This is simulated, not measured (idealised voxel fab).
Name of the process module below: voxel gate over fins
This is section cut - it's 235 nm across, gridded in 5 nm square cells.
A cross-section is a grid of square cells, given in bands from the top down. A band is one or more rows of cells. For a band, the entry starts with two heights in nm, that of the top and then that of the bottom, and carries on with the band's materials in order from left to right, each alongside its width in nm; the word "all across" beside a single material means it fills the band edge to edge, and "air" means empty space. We count height from 0. Below that, the starting wafer is all one material. The lowest band never ends at the bottom but goes on down; see "0 -> down" for how that is written. Quick explanation for "30->40": the width changes in equal steps down the rows of cells, from the first number in the band's top row to the second number in its bottom row. What does "no modifications" mean for a step? It means no cell of the cross-section changed in that step. Entry "Trapped void list". Content: empty spaces with no open connection to the top, size 8 cells or greater. Each: width x height at distance. Distance: from left edge. Unit: nm. Post-settings text on a step line: simulator's own remark regarding the step. "overlay nm", when on a step's line for a step with a mask, measures how far to the right of its planned place the mask lay; a negative measure means to the left.
Set out below are the planned steps of the process:
1) RECEIVE (material Si)
2) CONFORMAL_DEP (material SiN; thk nm 5)
3) PATTERN (tone cover; mask id FINS; material resist; width nm 15; pitch nm 40; thk nm 15; overlay nm 0)
4) DIRECTIONAL_ETCH (etch materials SiN; depth nm 5)
5) DIRECTIONAL_ETCH (etch materials Si; depth nm 35)
6) STRIP (etch materials resist)
7) OXIDIZE (depth nm 5)
8) FILL_DEP (material SiO2; thk nm 10)
9) CMP (height nm 5)
10) SELECTIVE_ETCH (etch materials SiO2; depth nm 15)
11) STRIP (etch materials SiN)
12) CONFORMAL_DEP (material HfO2; thk nm 5)
13) CONFORMAL_DEP (material TiN; thk nm 5)
14) CONFORMAL_DEP (material TiAl; thk nm 5)
15) CONFORMAL_DEP (material TiN; thk nm 5)
16) FILL_DEP (material W; thk nm 10)
17) CMP (height nm 25)
18) CONFORMAL_DEP (material SiCN; thk nm 5)
First of two wafers: run as planned:
Cross-section of the wafer at receipt, which is the condition after step 1:
* 0 -> down  Si all across
* Trapped void list: none
Once step 2 is through, the wafer looks like this in cross-section:
* 5 -> 0  SiN all across
* At heights below 0, the structure remains unaltered.
Once step 3 is through, the wafer looks like this in cross-section:
* 20 -> 5  air (90), resist (15), air (25), resist (15), air (90)
* At heights below 5, the structure remains unaltered.
Once step 4 is through, the wafer looks like this in cross-section:
* 20 -> 5  air (90), resist (15), air (25), resist (15), air (90)
* 5 -> 0  air (90), SiN (15), air (25), SiN (15), air (90)
* At heights below 0, the structure remains unaltered.
Once step 5 is through, the wafer looks like this in cross-section:
* 20 -> 5  air (90), resist (15), air (25), resist (15), air (90)
* 5 -> 0  air (90), SiN (15), air (25), SiN (15), air (90)
* 0 -> -35  air (90), Si (15), air (25), Si (15), air (90)
* At heights below -35, the structure remains unaltered.
Once step 6 is through, the wafer looks like this in cross-section:
* 5 -> 0  air (90), SiN (15), air (25), SiN (15), air (90)
* At heights below 0, the structure remains unaltered.
Once step 7 is through, the wafer looks like this in cross-section:
* 5 -> 0  air (90), SiN (15), air (25), SiN (15), air (90)
* 0 -> -35  air (90), SiO2 (5), Si (5), SiO2 (5), air (25), SiO2 (5), Si (5), SiO2 (5), air (90)
* -35 -> -40  SiO2 (95), Si (5), SiO2 (35), Si (5), SiO2 (95)
* At heights below -40, the structure remains unaltered.
Once step 8 is through, the wafer looks like this in cross-section:
* 15 -> 5  SiO2 all across
* 5 -> 0  SiO2 (90), SiN (15), SiO2 (25), SiN (15), SiO2 (90)
* 0 -> -40  SiO2 (95), Si (5), SiO2 (35), Si (5), SiO2 (95)
* At heights below -40, the structure remains unaltered.
Once step 9 is through, the wafer looks like this in cross-section:
* 5 -> 0  SiO2 (90), SiN (15), SiO2 (25), SiN (15), SiO2 (90)
* At heights below 0, the structure remains unaltered.
Once step 10 is through, the wafer looks like this in cross-section:
* 5 -> 0  air (90), SiN (15), air (25), SiN (15), air (90)
* 0 -> -10  air (95), Si (5), air (35), Si (5), air (95)
* At heights below -10, the structure remains unaltered.
Once step 11 is through, the wafer looks like this in cross-section:
* 0 -> -10  air (95), Si (5), air (35), Si (5), air (95)
* At heights below -10, the structure remains unaltered.
Once step 12 is through, the wafer looks like this in cross-section:
* 5 -> 0  air (90), HfO2 (15), air (25), HfO2 (15), air (90)
* 0 -> -5  air (90), HfO2 (5), Si (5), HfO2 (5), air (25), HfO2 (5), Si (5), HfO2 (5), air (90)
* -5 -> -10  HfO2 (95), Si (5), HfO2 (35), Si (5), HfO2 (95)
* At heights below -10, the structure remains unaltered.
Once step 13 is through, the wafer looks like this in cross-section:
* 10 -> 5  air (85), TiN (25), air (15), TiN (25), air (85)
* 5 -> 0  air (85), TiN (5), HfO2 (15), TiN (5), air (15), TiN (5), HfO2 (15), TiN (5), air (85)
* 0 -> -5  TiN (90), HfO2 (5), Si (5), HfO2 (5), TiN (25), HfO2 (5), Si (5), HfO2 (5), TiN (90)
* At heights below -5, the structure remains unaltered.
Once step 14 is through, the wafer looks like this in cross-section:
* 15 -> 10  air (80), TiAl (35), air (5), TiAl (35), air (80)
* 10 -> 5  air (80), TiAl (5), TiN (25), TiAl (5), air (5), TiAl (5), TiN (25), TiAl (5), air (80)
* 5 -> 0  TiAl (85), TiN (5), HfO2 (15), TiN (5), TiAl (15), TiN (5), HfO2 (15), TiN (5), TiAl (85)
* At heights below 0, the structure remains unaltered.
Once step 15 is through, the wafer looks like this in cross-section:
* 20 -> 15  air (75), TiN (85), air (75)
* 15 -> 10  air (75), TiN (5), TiAl (35), TiN (5), TiAl (35), TiN (5), air (75)
* 10 -> 5  TiN (80), TiAl (5), TiN (25), TiAl (5), TiN (5), TiAl (5), TiN (25), TiAl (5), TiN (80)
* At heights below 5, the structure remains unaltered.
Once step 16 is through, the wafer looks like this in cross-section:
* 30 -> 20  W all across
* 20 -> 15  W (75), TiN (85), W (75)
* 15 -> 10  W (75), TiN (5), TiAl (35), TiN (5), TiAl (35), TiN (5), W (75)
* At heights below 10, the structure remains unaltered.
Once step 17 is through, the wafer looks like this in cross-section:
* 25 -> 20  W all across
* At heights below 20, the structure remains unaltered.
Once step 18 is through, the wafer looks like this in cross-section:
* 30 -> 25  SiCN all across
* At heights below 25, the structure remains unaltered.
Second wafer, same starting conditions and recipe as the first, one mistake in executing it, nothing differs from the first up to and including step 13:
Second wafer at the planned finish of step 14, seen in cross-section:
* 15 -> 5  air (80), TiN (35), air (5), TiN (35), air (80)
* 5 -> 0  TiN (90), HfO2 (15), TiN (25), HfO2 (15), TiN (90)
* At heights below 0, the structure remains unaltered.
Second wafer at the planned finish of step 15, seen in cross-section:
* 20 -> 15  air (75), TiAl (85), air (75)
* 15 -> 10  air (75), TiAl (5), TiN (35), TiAl (5), TiN (35), TiAl (5), air (75)
* 10 -> 5  TiAl (80), TiN (35), TiAl (5), TiN (35), TiAl (80)
* At heights below 5, the structure remains unaltered.
Second wafer at the planned finish of step 16, seen in cross-section:
* 30 -> 20  W all across
* 20 -> 15  W (75), TiAl (85), W (75)
* 15 -> 10  W (75), TiAl (5), TiN (35), TiAl (5), TiN (35), TiAl (5), W (75)
* At heights below 10, the structure remains unaltered.
Second wafer at the planned finish of step 17, seen in cross-section:
* 25 -> 20  W all across
* At heights below 20, the structure remains unaltered.
Second wafer at the planned finish of step 18, seen in cross-section:
* 30 -> 25  SiCN all across
* At heights below 25, the structure remains unaltered.
Heads up, the wafer didn't run the way we planned it: transposition of steps 14 and 15 relative to the planned sequence
Heads up, by the end the second wafer has more or fewer cells of some materials compared to the first: -2 TiAl, +2 TiN
